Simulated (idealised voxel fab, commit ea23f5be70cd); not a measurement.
Title: Process Module voxel double patterning
Shown is cross-section cut, with a width of 170 nm and square cells of size 5 nm.
Cross-sections here: square-cell grids, written as top-down lists of bands, a band being one or more rows of cells. The entry gives the band's vertical extent as a top height and a bottom height in nm, then its horizontal make-up as materials from left to right, each with a width in nm. "air" stands for empty space; a single material marked "throughout" fills the band edge to edge. It should be noted that heights are counted from 0, beneath which the wafer as supplied is of one material throughout, and that the lowest band possesses no lower boundary but continues downward, as written in "z 0 and below". Quick explanation for "30->40": the width changes in equal steps down the rows of cells, from the first number in the band's top row to the second number in its bottom row. It should be understood that the words "changes: none", when stated for a given step, signify that the cross-section underwent no change in any of its cells during that step. For the entry "Sealed internal cavities", the listed items are empty spaces with no open way to the top whose size is 8 cells or more; each item follows the pattern width x height at distance, where distance is from the left edge and all three are in nm. The remark found on a step's line after its settings is issued by the simulator itself and pertains to that step. "overlay nm", when on a step's line for a step with a mask, measures how far to the right of its planned place the mask lay; a negative measure means to the left.
THE STEPS PLANNED FOR THE PROCESS ARE AS FOLLOWS
1,RECEIVE [material Si]
2,CONFORMAL_DEP [material SiN] [thk nm 10]
3,DIRECTIONAL_DEP [material SiO2] [thk nm 10]
4,DIRECTIONAL_DEP [material SiCN] [thk nm 5]
5,DIRECTIONAL_DEP [material aC] [thk nm 15]
6,PATTERN [tone open] [mask id FIRST] [material resist] [width nm 15] [pitch nm 50] [thk nm 30] [overlay nm 0]
7,DIRECTIONAL_ETCH [etch materials aC] [depth nm 15]
8,STRIP [etch materials resist]
9,DIRECTIONAL_ETCH [etch materials SiCN] [depth nm 5]
10,STRIP [etch materials aC]
11,DIRECTIONAL_DEP [material aC] [thk nm 15]
12,PATTERN [tone open] [mask id SECOND] [material resist] [width nm 15] [pitch nm 50] [thk nm 30] [overlay nm 0]
13,DIRECTIONAL_ETCH [etch materials aC] [depth nm 15]
14,STRIP [etch materials resist]
15,DIRECTIONAL_ETCH [etch materials SiCN] [depth nm 5]
16,STRIP [etch materials aC]
17,DIRECTIONAL_ETCH [etch materials SiO2] [depth nm 10]
18,STRIP [etch materials SiCN]
THE FOLLOWING PERTAINS TO THE FIRST OF TWO WAFERS, WHICH WAS PROCESSED AS PLANNED
STEP 1 COMPLETE: CROSS-SECTION OF THE WAFER AS RECEIVED
* z 0 and below  Si throughout
* Sealed internal cavities: none
CROSS-SECTIONAL REPRESENTATION OF THE WAFER AT THE CONCLUSION OF STEP 2
* z 10 to 0  SiN throughout
* Heights below 0 show no change.
CROSS-SECTIONAL REPRESENTATION OF THE WAFER AT THE CONCLUSION OF STEP 3
* z 20 to 10  SiO2 throughout
* Heights below 10 show no change.
CROSS-SECTIONAL REPRESENTATION OF THE WAFER AT THE CONCLUSION OF STEP 4
* z 25 to 20  SiCN throughout
* Heights below 20 show no change.
CROSS-SECTIONAL REPRESENTATION OF THE WAFER AT THE CONCLUSION OF STEP 5
* z 40 to 25  aC throughout
* Heights below 25 show no change.
CROSS-SECTIONAL REPRESENTATION OF THE WAFER AT THE CONCLUSION OF STEP 6
* z 70 to 40  resist 25 | air 15 | resist 35 | air 15 | resist 35 | air 15 | resist 30
* Heights below 40 show no change.
CROSS-SECTIONAL REPRESENTATION OF THE WAFER AT THE CONCLUSION OF STEP 7
* z 55 to 40  resist 25 | air 15 | resist 35 | air 15 | resist 35 | air 15 | resist 30
* z 40 to 25  aC 25 | air 15 | aC 35 | air 15 | aC 35 | air 15 | aC 30
* Heights below 25 show no change.
CROSS-SECTIONAL REPRESENTATION OF THE WAFER AT THE CONCLUSION OF STEP 8
* z 40 to 25  aC 25 | air 15 | aC 35 | air 15 | aC 35 | air 15 | aC 30
* Heights below 25 show no change.
CROSS-SECTIONAL REPRESENTATION OF THE WAFER AT THE CONCLUSION OF STEP 9
* z 40 to 25  aC 25 | air 15 | aC 35 | air 15 | aC 35 | air 15 | aC 30
* z 25 to 20  SiCN 25 | air 15 | SiCN 35 | air 15 | SiCN 35 | air 15 | SiCN 30
* Heights below 20 show no change.
CROSS-SECTIONAL REPRESENTATION OF THE WAFER AT THE CONCLUSION OF STEP 10
* z 25 to 20  SiCN 25 | air 15 | SiCN 35 | air 15 | SiCN 35 | air 15 | SiCN 30
* Heights below 20 show no change.
CROSS-SECTIONAL REPRESENTATION OF THE WAFER AT THE CONCLUSION OF STEP 11
* z 40 to 35  aC 25 | air 15 | aC 35 | air 15 | aC 35 | air 15 | aC 30
* z 35 to 25  aC throughout
* z 25 to 20  SiCN 25 | aC 15 | SiCN 35 | aC 15 | SiCN 35 | aC 15 | SiCN 30
* Heights below 20 show no change.
CROSS-SECTIONAL REPRESENTATION OF THE WAFER AT THE CONCLUSION OF STEP 12
* z 70 to 40  resist 50 | air 15 | resist 35 | air 15 | resist 55
* z 40 to 35  aC 25 | resist 15 | aC 35 | resist 15 | aC 35 | resist 15 | aC 30
* Heights below 35 show no change.
CROSS-SECTIONAL REPRESENTATION OF THE WAFER AT THE CONCLUSION OF STEP 13
* z 55 to 40  resist 50 | air 15 | resist 35 | air 15 | resist 55
* z 40 to 35  aC 25 | resist 15 | aC 10 | air 15 | aC 10 | resist 15 | aC 10 | air 15 | aC 10 | resist 15 | aC 30
* z 35 to 25  aC 50 | air 15 | aC 35 | air 15 | aC 55
* Heights below 25 show no change.
CROSS-SECTIONAL REPRESENTATION OF THE WAFER AT THE CONCLUSION OF STEP 14
* z 40 to 35  aC 25 | air 15 | aC 10 | air 15 | aC 10 | air 15 | aC 10 | air 15 | aC 10 | air 15 | aC 30
* Heights below 35 show no change.
CROSS-SECTIONAL REPRESENTATION OF THE WAFER AT THE CONCLUSION OF STEP 15
* z 40 to 35  aC 25 | air 15 | aC 10 | air 15 | aC 10 | air 15 | aC 10 | air 15 | aC 10 | air 15 | aC 30
* z 35 to 25  aC 50 | air 15 | aC 35 | air 15 | aC 55
* z 25 to 20  SiCN 25 | aC 15 | SiCN 10 | air 15 | SiCN 10 | aC 15 | SiCN 10 | air 15 | SiCN 10 | aC 15 | SiCN 30
* Heights below 20 show no change.
CROSS-SECTIONAL REPRESENTATION OF THE WAFER AT THE CONCLUSION OF STEP 16
* z 25 to 20  SiCN 25 | air 15 | SiCN 10 | air 15 | SiCN 10 | air 15 | SiCN 10 | air 15 | SiCN 10 | air 15 | SiCN 30
* Heights below 20 show no change.
CROSS-SECTIONAL REPRESENTATION OF THE WAFER AT THE CONCLUSION OF STEP 17
* z 25 to 20  SiCN 25 | air 15 | SiCN 10 | air 15 | SiCN 10 | air 15 | SiCN 10 | air 15 | SiCN 10 | air 15 | SiCN 30
* z 20 to 10  SiO2 25 | air 15 | SiO2 10 | air 15 | SiO2 10 | air 15 | SiO2 10 | air 15 | SiO2 10 | air 15 | SiO2 30
* Heights below 10 show no change.
CROSS-SECTIONAL REPRESENTATION OF THE WAFER AT THE CONCLUSION OF STEP 18
* z 20 to 10  SiO2 25 | air 15 | SiO2 10 | air 15 | SiO2 10 | air 15 | SiO2 10 | air 15 | SiO2 10 | air 15 | SiO2 30
* Heights below 10 show no change.
NOW THE OTHER WAFER: SAME START, SAME RECIPE, BUT WE MESSED UP ONE THING WHEN RUNNING IT. UP TO AND INCLUDING STEP 1 IT'S THE SAME AS THE FIRST ONE
Second wafer shown in cross-section at the time step 2 was slated to end: changes: none
SECOND WAFER SHOWN IN CROSS-SECTION AT THE TIME STEP 3 WAS SLATED TO END
* z 10 to 0  SiO2 throughout
* Heights below 0 show no change.
SECOND WAFER SHOWN IN CROSS-SECTION AT THE TIME STEP 4 WAS SLATED TO END
* z 15 to 10  SiCN throughout
* Heights below 10 show no change.
SECOND WAFER SHOWN IN CROSS-SECTION AT THE TIME STEP 5 WAS SLATED TO END
* z 30 to 15  aC throughout
* Heights below 15 show no change.
SECOND WAFER SHOWN IN CROSS-SECTION AT THE TIME STEP 6 WAS SLATED TO END
* z 60 to 30  resist 25 | air 15 | resist 35 | air 15 | resist 35 | air 15 | resist 30
* Heights below 30 show no change.
SECOND WAFER SHOWN IN CROSS-SECTION AT THE TIME STEP 7 WAS SLATED TO END
* z 45 to 30  resist 25 | air 15 | resist 35 | air 15 | resist 35 | air 15 | resist 30
* z 30 to 15  aC 25 | air 15 | aC 35 | air 15 | aC 35 | air 15 | aC 30
* Heights below 15 show no change.
SECOND WAFER SHOWN IN CROSS-SECTION AT THE TIME STEP 8 WAS SLATED TO END
* z 30 to 15  aC 25 | air 15 | aC 35 | air 15 | aC 35 | air 15 | aC 30
* Heights below 15 show no change.
SECOND WAFER SHOWN IN CROSS-SECTION AT THE TIME STEP 9 WAS SLATED TO END
* z 30 to 15  aC 25 | air 15 | aC 35 | air 15 | aC 35 | air 15 | aC 30
* z 15 to 10  SiCN 25 | air 15 | SiCN 35 | air 15 | SiCN 35 | air 15 | SiCN 30
* Heights below 10 show no change.
SECOND WAFER SHOWN IN CROSS-SECTION AT THE TIME STEP 10 WAS SLATED TO END
* z 15 to 10  SiCN 25 | air 15 | SiCN 35 | air 15 | SiCN 35 | air 15 | SiCN 30
* Heights below 10 show no change.
SECOND WAFER SHOWN IN CROSS-SECTION AT THE TIME STEP 11 WAS SLATED TO END
* z 30 to 25  aC 25 | air 15 | aC 35 | air 15 | aC 35 | air 15 | aC 30
* z 25 to 15  aC throughout
* z 15 to 10  SiCN 25 | aC 15 | SiCN 35 | aC 15 | SiCN 35 | aC 15 | SiCN 30
* Heights below 10 show no change.
SECOND WAFER SHOWN IN CROSS-SECTION AT THE TIME STEP 12 WAS SLATED TO END
* z 60 to 30  resist 50 | air 15 | resist 35 | air 15 | resist 55
* z 30 to 25  aC 25 | resist 15 | aC 35 | resist 15 | aC 35 | resist 15 | aC 30
* Heights below 25 show no change.
SECOND WAFER SHOWN IN CROSS-SECTION AT THE TIME STEP 13 WAS SLATED TO END
* z 45 to 30  resist 50 | air 15 | resist 35 | air 15 | resist 55
* z 30 to 25  aC 25 | resist 15 | aC 10 | air 15 | aC 10 | resist 15 | aC 10 | air 15 | aC 10 | resist 15 | aC 30
* z 25 to 15  aC 50 | air 15 | aC 35 | air 15 | aC 55
* Heights below 15 show no change.
SECOND WAFER SHOWN IN CROSS-SECTION AT THE TIME STEP 14 WAS SLATED TO END
* z 30 to 25  aC 25 | air 15 | aC 10 | air 15 | aC 10 | air 15 | aC 10 | air 15 | aC 10 | air 15 | aC 30
* Heights below 25 show no change.
SECOND WAFER SHOWN IN CROSS-SECTION AT THE TIME STEP 15 WAS SLATED TO END
* z 30 to 25  aC 25 | air 15 | aC 10 | air 15 | aC 10 | air 15 | aC 10 | air 15 | aC 10 | air 15 | aC 30
* z 25 to 15  aC 50 | air 15 | aC 35 | air 15 | aC 55
* z 15 to 10  SiCN 25 | aC 15 | SiCN 10 | air 15 | SiCN 10 | aC 15 | SiCN 10 | air 15 | SiCN 10 | aC 15 | SiCN 30
* Heights below 10 show no change.
SECOND WAFER SHOWN IN CROSS-SECTION AT THE TIME STEP 16 WAS SLATED TO END
* z 15 to 10  SiCN 25 | air 15 | SiCN 10 | air 15 | SiCN 10 | air 15 | SiCN 10 | air 15 | SiCN 10 | air 15 | SiCN 30
* Heights below 10 show no change.
SECOND WAFER SHOWN IN CROSS-SECTION AT THE TIME STEP 17 WAS SLATED TO END
* z 15 to 10  SiCN 25 | air 15 | SiCN 10 | air 15 | SiCN 10 | air 15 | SiCN 10 | air 15 | SiCN 10 | air 15 | SiCN 30
* z 10 to 0  SiO2 25 | air 15 | SiO2 10 | air 15 | SiO2 10 | air 15 | SiO2 10 | air 15 | SiO2 10 | air 15 | SiO2 30
* Heights below 0 show no change.
SECOND WAFER SHOWN IN CROSS-SECTION AT THE TIME STEP 18 WAS SLATED TO END
* z 10 to 0  SiO2 25 | air 15 | SiO2 10 | air 15 | SiO2 10 | air 15 | SiO2 10 | air 15 | SiO2 10 | air 15 | SiO2 30
* Heights below 0 show no change.
What went wrong in running the wafer? plan step 2 skipped
Bottom line after processing is that, in cells, the second wafer is up or down on some materials versus the first: 68 fewer of SiN
